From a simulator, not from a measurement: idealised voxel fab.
The process module that follows is named voxel self aligned vias.
We display cut, a cross-section 285 nm in width whose square cells are each 5 nm.
Cross-section layout: square cells on a grid; listed as bands, top to bottom; a band spans one or more cell rows.
Band entry format. Leading values: height of top, height of bottom, nm. Remainder: materials in left-to-right order, each with its width in nm. Special words: "throughout" on a single material, which then fills the band edge to edge; "air", empty space.
Height is counted from the level 0, under which the received wafer is composed throughout of one material. The lowest of the bands is not closed at the bottom but continues downward, in the notation "0 down".
Width "30->40": first value at the band's top row of cells, second value at its bottom row, equal change from row to row.
"remained the same" means the step left every cell of the cross-section as it was.
Under "Closed void inventory" you'll find the enclosed gaps, the ones with no way out to the top, that are 8 cells or bigger; each reads width x height at distance, with distance counted from the left edge, everything in nm.
Note: text after step settings on the step line = simulator remark on that step.
overlay nm: how far to the right of its planned place the mask lay on this masked step (negative: to the left).

Planned step list for the process:
1. RECEIVE with material Si
2. CONFORMAL_DEP with material SiO2, thk nm 10
3. CONFORMAL_DEP with material SiCN, thk nm 5
4. DIRECTIONAL_DEP with material lowk, thk nm 25
5. PATTERN with tone open, mask id LINES, material resist, width nm 25, pitch nm 70, thk nm 15, overlay nm 0
6. DIRECTIONAL_ETCH with etch materials lowk, depth nm 25
7. STRIP with etch materials resist
8. CONFORMAL_DEP with material TiN, thk nm 5
9. FILL_DEP with material Ru, thk nm 10
10. CMP with height nm 40
11. SELECTIVE_ETCH with etch materials W Ru TiN, depth nm 5
12. FILL_DEP with material SiN, thk nm 10
13. CMP with height nm 40
14. DIRECTIONAL_DEP with material lowk, thk nm 20
15. DIRECTIONAL_DEP with material aC, thk nm 15
16. PATTERN with tone open, mask id VIAS, material resist, width nm 45, pitch nm 70, thk nm 30, overlay nm 0
17. DIRECTIONAL_ETCH with etch materials aC, depth nm 15
18. STRIP with etch materials resist
19. DIRECTIONAL_ETCH with etch materials lowk, depth nm 20
20. DIRECTIONAL_ETCH with etch materials SiN, depth nm 5
21. STRIP with etch materials aC
22. CONFORMAL_DEP with material TiN, thk nm 5
23. FILL_DEP with material Cu, thk nm 10
24. CMP with height nm 60
25. CONFORMAL_DEP with material SiCN, thk nm 5

Cross-section of the wafer upon arrival, representing the state reached after step 1:
> 0 down = Si throughout
> Closed void inventory: none

Post-module cross-section of the first of two wafers (run per plan):
> 65 to 60 = SiCN throughout
> 60 to 45 = lowk=85; TiN=5; Cu=35; TiN=5; lowk=25; TiN=5; Cu=35; TiN=5; lowk=85
> 45 to 40 = lowk=85; TiN=15; Cu=15; TiN=15; lowk=25; TiN=15; Cu=15; TiN=15; lowk=85
> 40 to 35 = lowk=95; TiN=25; lowk=45; TiN=25; lowk=95
> 35 to 20 = lowk=95; TiN=5; Ru=15; TiN=5; lowk=45; TiN=5; Ru=15; TiN=5; lowk=95
> 20 to 15 = lowk=95; TiN=25; lowk=45; TiN=25; lowk=95
> 15 to 10 = SiCN throughout
> 10 to 0 = SiO2 throughout
> 0 down = Si throughout
> Closed void inventory: none

Here is the second of the two wafers cut open at the end of the module - same start, same plan as the first one, but we made one mistake running it:
> 65 to 60 = SiCN throughout
> 60 to 45 = Cu=80; TiN=5; lowk=45; TiN=5; Cu=15; TiN=5; lowk=45; TiN=5; Cu=80
> 45 to 40 = TiN=85; lowk=45; TiN=25; lowk=45; TiN=85
> 40 to 35 = lowk=95; SiN=25; lowk=45; SiN=25; lowk=95
> 35 to 20 = lowk=95; TiN=5; Ru=15; TiN=5; lowk=45; TiN=5; Ru=15; TiN=5; lowk=95
> 20 to 15 = lowk=95; TiN=25; lowk=45; TiN=25; lowk=95
> 15 to 10 = SiCN throughout
> 10 to 0 = SiO2 throughout
> 0 down = Si throughout
> Closed void inventory: none
The mistake made against the process plan was this: step 16 did not use the planned setting and instead ran as PATTERN with tone cover, mask id VIAS, material resist, width nm 45, pitch nm 70, thk nm 30, overlay nm 0
Final comparison by cell count, materials where the second wafer has more or fewer than the first: Cu +57, SiN +10, TiN +17, lowk -84
